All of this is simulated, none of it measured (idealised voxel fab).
The process module presented herein is designated voxel self aligned contacts.
In the cross-section labelled cut, the width is 260 nm and each square cell is 5 nm.
This document writes a cross-section as a grid whose cells are square, and gives it as bands, listed from the top down; one or more rows of cells form a band. Top, bottom (nm), then materials left to right with widths (nm); lone material tagged "everywhere" fills the whole band edge to edge; "empty" = empty space. Heights are expressed relative to 0, this being the level below which the as-received wafer comprises one material exclusively. The lowest band is unbounded in the downward direction and is denoted as in "0..down". The width entry "30 to 40" should be interpreted row by row: the top row of cells in the band takes the first number, the bottom row takes the second number, and the change between adjacent rows is uniform throughout. Any step labelled "nothing changed" changed none of the cells in the cross-section. The label "Enclosed void inventory" introduces a list of the empty spaces, 8 cells or larger, that have no open way up to the top; each entry in it reads width x height at distance, where the distance is taken from the left edge and all three are stated in nm. Text after the settings on a step's line: the simulator's own remark on that step. "overlay nm" denotes, for a step that has a mask, the displacement of the mask to the right of its planned place, with negative values corresponding to the left.

-- The following list gives the planned process steps
step 1: RECEIVE with material Si
step 2: OXIDIZE with depth nm 5
step 3: DIRECTIONAL_DEP with material polySi, thk nm 30
step 4: DIRECTIONAL_DEP with material SiN, thk nm 15
step 5: MASKED_ETCH with tone cover, mask id GATE, width nm 25, pitch nm 60, etch materials SiN, depth nm 15, overlay nm 0
step 6: MASKED_ETCH with tone cover, mask id GATE, width nm 25, pitch nm 60, etch materials polySi, depth nm 30, overlay nm 0
step 7: CONFORMAL_DEP with material SiN, thk nm 5
step 8: DIRECTIONAL_ETCH with etch materials SiN, depth nm 5
step 9: FILL_DEP with material SiO2, thk nm 20
step 10: CMP with height nm 55
step 11: MASKED_ETCH with tone open, mask id CONTACT, width nm 45, etch materials SiO2, depth nm 60, overlay nm 0
step 12: CONFORMAL_DEP with material TiN, thk nm 5
step 13: FILL_DEP with material W, thk nm 10
step 14: CMP with height nm 55
step 15: CONFORMAL_DEP with material SiN, thk nm 5

-- Received-state cross-section, reflecting completion of step 1
- 0..down  Si everywhere
- Enclosed void inventory: none

-- Sectioned view, first of two wafers, at the close of the module, processed as intended in the plan
- 60..55  SiN everywhere
- 55..45  SiO2 105  TiN 5 to 15  W 35 to 15  TiN 5 to 15  SiO2 110
- 45..30  SiO2 80  SiN 35  TiN 5  W 15  TiN 5  SiN 35  SiO2 85
- 30..0  SiO2 80  SiN 5  polySi 25  SiN 5  TiN 5  W 15  TiN 5  SiN 5  polySi 25  SiN 5  SiO2 85
- 0..-5  SiO2 115  TiN 25  SiO2 120
- -5..down  Si everywhere
- Enclosed void inventory: none

-- This is the second of the two wafers, cross-sectioned at the end of the module; it started exactly like the first and was given the same plan, but it was run with one mistake
- 60..55  SiN everywhere
- 55..45  SiO2 115  TiN 5  W 35 to 15  TiN 5 to 25  SiO2 100
- 45..30  SiO2 80  SiN 35  TiN 5  W 15  TiN 5  SiN 35  SiO2 85
- 30..0  SiO2 80  SiN 5  polySi 25  SiN 5  TiN 5  W 15  TiN 5  SiN 5  polySi 25  SiN 5  SiO2 85
- 0..-5  SiO2 115  TiN 25  SiO2 120
- -5..down  Si everywhere
- Enclosed void inventory: none
What went wrong in running the wafer? it should be noted that step 11 was executed with settings other than those planned, the operation and settings actually applied being MASKED_ETCH with tone open, mask id CONTACT, width nm 45, etch materials SiO2, depth nm 60, overlay nm 10
Final wafers compared: equal cell tally per material, rearranged layout.
